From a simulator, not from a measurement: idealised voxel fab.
process module | voxel trench capacitor
cross-section cut | 285 nm wide | cells 5 nm
A cross-section is a grid of square cells, given in bands from the top down. A band is one or more rows of cells.
Each band's line starts with the height of the band's top and of its bottom, in nm. Then come its materials from left to right, each with its width in nm. One material with "throughout" fills the band from edge to edge. "air" is empty space.
Height 0 is the level under which the wafer as received is all one material. The lowest band goes on downwards, as in "0 down".
A width such as "30 to 40" changes by the same amount from each row of cells to the next, from the band's top row to its bottom row.
"no change" after a step means that no cell of the cross-section changed.
closed voids: empty space of 8 cells or more with no open way to the top, each as width x height at its distance from the left edge, in nm
after a step's settings: what the simulator itself notes on the step
overlay nm, on a step with a mask: how far to the right of its planned place the mask lay; to the left if negative
plan
1 op RECEIVE | material Si
2 op CONFORMAL_DEP | material SiN | thk nm 10
3 op PATTERN | tone open | mask id TRENCH | material resist | width nm 25 | pitch nm 55 | thk nm 20 | overlay nm 0
4 op DIRECTIONAL_ETCH | etch materials SiN | depth nm 10
5 op DIRECTIONAL_ETCH | etch materials Si | depth nm 40
6 op STRIP | etch materials resist
7 op CONFORMAL_DEP | material HfO2 | thk nm 5
8 op CONFORMAL_DEP | material TiN | thk nm 5
9 op FILL_DEP | material W | thk nm 10
10 op CMP | height nm 10
as received, after step 1
  0 down: Si throughout
  closed voids: none
a wafer at the end: this start, this plan, one mistake
  10 to 0: SiN 100 | TiN 5 | W 15 | TiN 5 | SiN 30 | TiN 5 | W 15 | TiN 5 | SiN 105
  0 to -35: Si 100 | TiN 5 | W 15 | TiN 5 | Si 30 | TiN 5 | W 15 | TiN 5 | Si 105
  -35 to -40: Si 100 | TiN 25 | Si 30 | TiN 25 | Si 105
  -40 down: Si throughout
  closed voids: none
what went wrong: step 7 was left out
